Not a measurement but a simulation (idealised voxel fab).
You're looking at the process module voxel wiring stack.
The cross-section on display is named cut; it measures 260 nm wide, and its cells are 5 nm squares.
Cross-sections here: square-cell grids, written as top-down lists of bands, a band being one or more rows of cells.
Band entry format. Leading values: height of top, height of bottom, nm. Remainder: materials in left-to-right order, each with its width in nm. Special words: "full width" on a single material, which then fills the band edge to edge; "air", empty space.
All heights in this document are referenced to 0, defined as the level beneath which the wafer, as received, consists entirely of one material. The lowest band is not bounded below; it extends indefinitely downward and is written in the form "from 0 down".
Top row gets the first number, bottom row gets the second, and each row in between changes by the same step: that is how a band width like "30..40" works.
Step marked "left unchanged"? Then no cell in the cross-section changed in it.
"Tabulated closed voids" - sealed voids, min. 8 cells, no opening to top; format: width x height at distance (distance from left edge; nm throughout).
Where a step's line continues beyond its settings, the continuation is a remark by the simulator itself on that step.
A step's line can hold "overlay nm"; with a mask on that step, the setting says how far right of the planned place the mask lay, while a negative setting says it lay to the left.
**The planned process steps are enumerated hereunder**
1 RECEIVE, material Si
2 CONFORMAL_DEP, material SiO2, thk nm 15
3 CONFORMAL_DEP, material SiCN, thk nm 5
4 DIRECTIONAL_DEP, material lowk, thk nm 15
5 DIRECTIONAL_DEP, material aC, thk nm 10
6 PATTERN, tone open, mask id METAL_1, material resist, width nm 20, pitch nm 40, thk nm 25, overlay nm 0
7 DIRECTIONAL_ETCH, etch materials aC, depth nm 10
8 STRIP, etch materials resist
9 DIRECTIONAL_ETCH, etch materials lowk, depth nm 15
10 DIRECTIONAL_ETCH, etch materials SiCN, depth nm 5
11 STRIP, etch materials aC
12 CONFORMAL_DEP, material TiN, thk nm 5
13 FILL_DEP, material Cu, thk nm 5
14 CMP, height nm 35
15 EPI, material Ru, thk nm 5
16 FILL_DEP, material SiCN, thk nm 5
17 DIRECTIONAL_DEP, material SiO2, thk nm 15
18 DIRECTIONAL_DEP, material aC, thk nm 15
19 PATTERN, tone open, mask id PLUG_1, material resist, width nm 15, pitch nm 40, thk nm 30, overlay nm 0
20 DIRECTIONAL_ETCH, etch materials aC, depth nm 15
21 STRIP, etch materials resist
22 DIRECTIONAL_ETCH, etch materials SiO2, depth nm 15
23 DIRECTIONAL_ETCH, etch materials SiCN, depth nm 5
24 STRIP, etch materials aC
25 EPI, material Ru, thk nm 10
26 EPI, material Ru, thk nm 10
27 CONFORMAL_DEP, material SiCN, thk nm 5
28 DIRECTIONAL_DEP, material lowk, thk nm 20
29 PATTERN, tone open, mask id METAL_2, material resist, width nm 20, pitch nm 40, thk nm 15, overlay nm 0
30 DIRECTIONAL_ETCH, etch materials lowk, depth nm 20
31 DIRECTIONAL_ETCH, etch materials SiCN, depth nm 5
32 STRIP, etch materials resist
33 CONFORMAL_DEP, material TiN, thk nm 5
34 FILL_DEP, material W, thk nm 5
35 CMP, height nm 85
36 CONFORMAL_DEP, material SiCN, thk nm 5
37 DIRECTIONAL_DEP, material lowk, thk nm 30
38 MASKED_ETCH, tone open, mask id METAL_3, width nm 20, pitch nm 40, etch materials lowk, depth nm 15, overlay nm 0
39 MASKED_ETCH, tone open, mask id METAL_3_HOLES, width nm 15, pitch nm 40, etch materials lowk, depth nm 15, overlay nm 0
40 MASKED_ETCH, tone open, mask id METAL_3_HOLES, width nm 15, pitch nm 40, etch materials SiCN, depth nm 5, overlay nm 0
41 CONFORMAL_DEP, material TiN, thk nm 5
42 FILL_DEP, material Cu, thk nm 5
43 CMP, height nm 120
44 CONFORMAL_DEP, material SiCN, thk nm 5
45 DIRECTIONAL_DEP, material SiO2, thk nm 20
46 MASKED_ETCH, tone open, mask id PLUG_3, width nm 15, pitch nm 40, etch materials SiO2, depth nm 20, overlay nm 0
47 MASKED_ETCH, tone open, mask id PLUG_3, width nm 15, pitch nm 40, etch materials SiCN, depth nm 5, overlay nm 0
48 EPI, material Ru, thk nm 10
49 EPI, material Ru, thk nm 10
50 EPI, material Ru, thk nm 5
51 DIRECTIONAL_DEP, material TiN, thk nm 5
52 DIRECTIONAL_DEP, material W, thk nm 25
53 MASKED_ETCH, tone cover, mask id METAL_4, width nm 20, pitch nm 40, etch materials W, depth nm 25, overlay nm 0
54 MASKED_ETCH, tone cover, mask id METAL_4, width nm 20, pitch nm 40, etch materials TiN, depth nm 5, overlay nm -15
55 CONFORMAL_DEP, material SiCN, thk nm 5
56 FILL_DEP, material SiO2, thk nm 5
57 CMP, height nm 175
58 CONFORMAL_DEP, material SiCN, thk nm 5
Every wafer here starts from the same state; it is the step 54 overlay nm that distinguishes them, and the value the plan gives belongs to the first wafer.
**First of several wafers (as received, post step 1), cross-sectional view**
    from 0 down  Si full width
    Tabulated closed voids: none
**Below, a row for every wafer. Read it as the end-of-module picture: for each material the wafer shows its cells gained (+) or lost (-) since it was received, and then its closed voids**
overlay nm -15 | +42 Cu | +99 Ru | +363 SiCN | +620 SiO2 | +135 TiN | +84 W | +529 lowk | Tabulated closed voids: none
overlay nm -10 | +42 Cu | +99 Ru | +365 SiCN | +621 SiO2 | +132 TiN | +84 W | +529 lowk | Tabulated closed voids: none
overlay nm -5 | +42 Cu | +99 Ru | +365 SiCN | +624 SiO2 | +129 TiN | +84 W | +529 lowk | Tabulated closed voids: none
overlay nm 0 | +42 Cu | +99 Ru | +365 SiCN | +627 SiO2 | +126 TiN | +84 W | +529 lowk | Tabulated closed voids: none
overlay nm 5 | +42 Cu | +99 Ru | +365 SiCN | +624 SiO2 | +129 TiN | +84 W | +529 lowk | Tabulated closed voids: none
overlay nm 10 | +42 Cu | +99 Ru | +365 SiCN | +621 SiO2 | +132 TiN | +84 W | +529 lowk | Tabulated closed voids: none
overlay nm 15 | +42 Cu | +99 Ru | +363 SiCN | +620 SiO2 | +135 TiN | +84 W | +529 lowk | Tabulated closed voids: none
